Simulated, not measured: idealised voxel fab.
Presented below is a process module, voxel self aligned contacts.
230 nm wide, 5 nm square cells: that's cross-section cut.
A cross-section in this document is a grid of square cells, and it is written down as bands, the top band listed before the ones below it; a band is made up of one or more rows of cells. Heads up on the band format: heights come first, top then bottom, in nm. After that it's the materials left to right, each with its width in nm. A single material flagged "throughout" fills the whole band edge to edge, and "empty" means there's empty space there. Basically, 0 is our baseline, since under it the wafer straight out of the box is all one material. The bottom band has no lower end and keeps on going down, so it looks like "0 and below". The notation "30 to 40" denotes a width that varies across the rows of cells in the band, beginning at the first number in the top row, finishing at the second number in the bottom row, and changing by an identical amount from each row to the next. Any step labelled "nothing was modified" changed none of the cells in the cross-section. Closed empty spaces: empty space of 8 cells or more with no open way to the top, each as width x height at its distance from the left edge, in nm. Formally, on a step line, whatever follows the settings is a remark that the simulator itself makes on the step. A step line may carry the setting "overlay nm", which, for steps involving a mask, states the distance by which the mask lay to the right of its intended position; negative values denote displacement to the left.
PLANNED STEP LIST FOR THE PROCESS
1) RECEIVE: material Si
2) OXIDIZE: depth nm 5
3) DIRECTIONAL_DEP: material polySi, thk nm 30
4) DIRECTIONAL_DEP: material SiN, thk nm 20
5) DIRECTIONAL_DEP: material aC, thk nm 15
6) PATTERN: tone cover, mask id GATE, material resist, width nm 25, pitch nm 50, thk nm 30, overlay nm 0
7) DIRECTIONAL_ETCH: etch materials aC, depth nm 15
8) STRIP: etch materials resist
9) DIRECTIONAL_ETCH: etch materials SiN, depth nm 20
10) DIRECTIONAL_ETCH: etch materials polySi, depth nm 30
11) STRIP: etch materials aC
12) CONFORMAL_DEP: material SiN, thk nm 5
13) DIRECTIONAL_ETCH: etch materials SiN, depth nm 5
14) FILL_DEP: material SiO2, thk nm 20
15) CMP: height nm 60
16) PATTERN: tone open, mask id CONTACT, material resist, width nm 35, thk nm 15, overlay nm 0
17) DIRECTIONAL_ETCH: etch materials SiO2, depth nm 65
18) STRIP: etch materials resist
19) CONFORMAL_DEP: material TiN, thk nm 5
20) FILL_DEP: material Ru, thk nm 5
21) CMP: height nm 60
22) CONFORMAL_DEP: material SiCN, thk nm 5
RECEIVED-STATE CROSS-SECTION, REFLECTING COMPLETION OF STEP 1
	0 and below = Si throughout
	Closed empty spaces: none
CROSS-SECTION AT MODULE END, ONE RUN ERROR; START AND PLAN UNCHANGED FROM ABOVE
	65 down to 60 = SiCN throughout
	60 down to 50 = SiO2=95; TiN=5 to 15; Ru=25 to 5; TiN=5 to 15; SiO2=100
	50 down to 30 = SiO2=70; SiN=35; TiN=5; Ru=5; TiN=5; SiN=35; SiO2=75
	30 down to 5 = SiO2=70; SiN=5; polySi=25; SiN=5; TiN=5; Ru=5; TiN=5; SiN=5; polySi=25; SiN=5; SiO2=75
	5 down to 0 = SiO2=70; SiN=5; polySi=25; SiN=5; TiN=15; SiN=5; polySi=25; SiN=5; SiO2=75
	0 and below = Si throughout
	Closed empty spaces: none
Heads up, the wafer didn't run the way we planned it: step 2 in the plan did not get run; it was skipped
